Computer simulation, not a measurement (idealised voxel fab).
Process module under the name voxel fin reveal
Xsec cut, 180 nm wide, square cell size 5 nm.
Bands, listed from the top down, are how a cross-section gets written in this document; the cross-section itself is a grid of square cells, and a band is one or more rows of them.
Top height, bottom height, nm. Materials left to right, width each, nm. Single material + "edge to edge" = fills band edge to edge. "air" = empty.
Beneath 0, the wafer as received is one material, and that level is where height counting begins. The lowest band goes on downward without a bottom; it is written like "top 0, no bottom".
A width given as "30..40" starts at the first number in the band's top row and ends at the second number in its bottom row, shifting by an equal amount at every step from row to row.
Take "nothing different" at face value: in the step it is given for, the cross-section changed in none of its cells.
"Fully sealed voids" lists enclosed empty spaces (at least 8 cells, no open path upward to the top), each as width x height at distance from the left edge, in nm.
after a step's settings: what the simulator itself notes on the step
overlay nm, on a step with a mask: how far to the right of its planned place the mask lay; to the left if negative

# Process steps (planned)
- 1: RECEIVE: material Si
- 2: CONFORMAL_DEP: material SiN, thk nm 10
- 3: DIRECTIONAL_DEP: material aC, thk nm 15
- 4: PATTERN: tone cover, mask id FINS, material resist, width nm 15, pitch nm 40, thk nm 35, overlay nm 0
- 5: DIRECTIONAL_ETCH: etch materials aC, depth nm 15
- 6: STRIP: etch materials resist
- 7: DIRECTIONAL_ETCH: etch materials SiN, depth nm 10
- 8: DIRECTIONAL_ETCH: etch materials Si, depth nm 35
- 9: STRIP: etch materials aC
- 10: FILL_DEP: material SiO2, thk nm 10
- 11: CMP: height nm 10
- 12: SELECTIVE_ETCH: etch materials SiO2, depth nm 20
- 13: STRIP: etch materials SiN

# Cross-section, incoming material, after step 1
- top 0, no bottom = Si edge to edge
- Fully sealed voids: none

# The first of two wafers, cross-sectioned at the end of the module, with the run proceeding as planned
- top 0, bottom -10 = air=40  Si=15  air=25  Si=15  air=25  Si=15  air=45
- top -10, bottom -35 = SiO2=40  Si=15  SiO2=25  Si=15  SiO2=25  Si=15  SiO2=45
- top -35, no bottom = Si edge to edge
- Fully sealed voids: none

# Module end: cross-section of wafer two of two. Same start and process plan as the first wafer. One mistake during execution
- top 0, bottom -10 = Si=40  air=15  Si=25  air=15  Si=25  air=15  Si=45
- top -10, bottom -35 = Si=40  SiO2=15  Si=25  SiO2=15  Si=25  SiO2=15  Si=45
- top -35, no bottom = Si edge to edge
- Fully sealed voids: none
In executing the process, a mistake was made relative to the plan: for step 4, the planned setting was not used; the step was instead run as PATTERN: tone open, mask id FINS, material resist, width nm 15, pitch nm 40, thk nm 35, overlay nm 0
Count the cells at the end and the second wafer has more or fewer of some materials than the first: Si +126, SiO2 -90
